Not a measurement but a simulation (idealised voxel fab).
process module | voxel self aligned vias
cross-section cut | 185 nm wide | cells 5 nm
A cross-section is a grid of square cells, given in bands from the top down. A band is one or more rows of cells.
Each band's line starts with the height of the band's top and of its bottom, in nm. Then come its materials from left to right, each with its width in nm. One material with "throughout" fills the band from edge to edge. "air" is empty space.
Height 0 is the level under which the wafer as received is all one material. The lowest band goes on downwards, as in "0 down".
A width such as "30 to 40" changes by the same amount from each row of cells to the next, from the band's top row to its bottom row.
"no change" after a step means that no cell of the cross-section changed.
closed voids: empty space of 8 cells or more with no open way to the top, each as width x height at its distance from the left edge, in nm
after a step's settings: what the simulator itself notes on the step
overlay nm, on a step with a mask: how far to the right of its planned place the mask lay; to the left if negative
plan
1 op RECEIVE | material Si
2 op CONFORMAL_DEP | material SiO2 | thk nm 10
3 op CONFORMAL_DEP | material SiCN | thk nm 5
4 op DIRECTIONAL_DEP | material SiO2 | thk nm 20
5 op DIRECTIONAL_DEP | material aC | thk nm 10
6 op PATTERN | tone open | mask id LINES | material resist | width nm 20 | pitch nm 70 | thk nm 30 | overlay nm 0
7 op DIRECTIONAL_ETCH | etch materials aC | depth nm 10
8 op STRIP | etch materials resist
9 op DIRECTIONAL_ETCH | etch materials SiO2 | depth nm 30
10 op STRIP | etch materials aC
11 op CONFORMAL_DEP | material TiN | thk nm 5
12 op FILL_DEP | material W | thk nm 10
13 op CMP | height nm 45
14 op SELECTIVE_ETCH | etch materials W Ru TiN | depth nm 10
15 op FILL_DEP | material SiN | thk nm 10
16 op CMP | height nm 45
17 op DIRECTIONAL_DEP | material SiO2 | thk nm 20
18 op MASKED_ETCH | tone open | mask id VIAS | width nm 40 | pitch nm 70 | etch materials SiO2 | depth nm 20 | overlay nm 0
19 op MASKED_ETCH | tone open | mask id VIAS | width nm 40 | pitch nm 70 | etch materials SiN | depth nm 10 | overlay nm 0
20 op CONFORMAL_DEP | material TiN | thk nm 5
21 op FILL_DEP | material Cu | thk nm 10
22 op CMP | height nm 65
23 op CONFORMAL_DEP | material SiCN | thk nm 5
varied across the wafers: thk nm of step 4. The plan shows the first wafer's value. All wafers start alike
first wafer as received, after step 1
  0 down: Si throughout
  closed voids: none
first wafer at the end, after step 23
  70 to 65: SiCN throughout
  65 to 45: SiO2 35 | TiN 5 | Cu 30 | TiN 5 | SiO2 30 | TiN 5 | Cu 30 | TiN 5 | SiO2 40
  45 to 40: SiN 35 | TiN 5 | Cu 30 | TiN 5 | SiN 30 | TiN 5 | Cu 30 | TiN 5 | SiN 40
  40 to 35: SiN 35 | TiN 40 | SiN 30 | TiN 40 | SiN 40
  35 to 20: SiO2 45 | TiN 5 | W 10 | TiN 5 | SiO2 50 | TiN 5 | W 10 | TiN 5 | SiO2 50
  20 to 15: SiO2 45 | TiN 20 | SiO2 50 | TiN 20 | SiO2 50
  15 to 10: SiCN throughout
  10 to 0: SiO2 throughout
  0 down: Si throughout
  closed voids: none
last wafer at the end
  70 to 65: SiCN throughout
  65 to 50: SiO2 35 | TiN 5 | Cu 30 | TiN 5 | SiO2 30 | TiN 5 | Cu 30 | TiN 5 | SiO2 40
  50 to 40: SiO2 35 to 45 | TiN 15 to 5 | Cu 10 | TiN 15 to 5 | SiO2 30 to 50 | TiN 15 to 5 | Cu 10 | TiN 15 to 5 | SiO2 40 to 50
  40 to 30: SiO2 45 | TiN 20 | SiO2 50 | TiN 20 | SiO2 50
  30 to 15: SiO2 throughout
  15 to 10: SiCN throughout
  10 to 0: SiO2 throughout
  0 down: Si throughout
  closed voids: none
each wafer at the end: cells of each material gained (+) or lost (-) since it was received, then its closed voids
thk nm 20 | +60 Cu | +74 SiCN | +42 SiN | +274 SiO2 | +56 TiN | +12 W | closed voids: none
thk nm 25 | +52 Cu | +74 SiCN | +21 SiN | +303 SiO2 | +56 TiN | +12 W | closed voids: none
thk nm 30 | +44 Cu | +74 SiCN | +332 SiO2 | +56 TiN | +12 W | closed voids: none
thk nm 35 | +44 Cu | +74 SiCN | +340 SiO2 | +52 TiN | +8 W | closed voids: none
thk nm 40 | +44 Cu | +74 SiCN | +348 SiO2 | +48 TiN | +4 W | closed voids: none
thk nm 45 | +44 Cu | +74 SiCN | +356 SiO2 | +44 TiN | closed voids: none
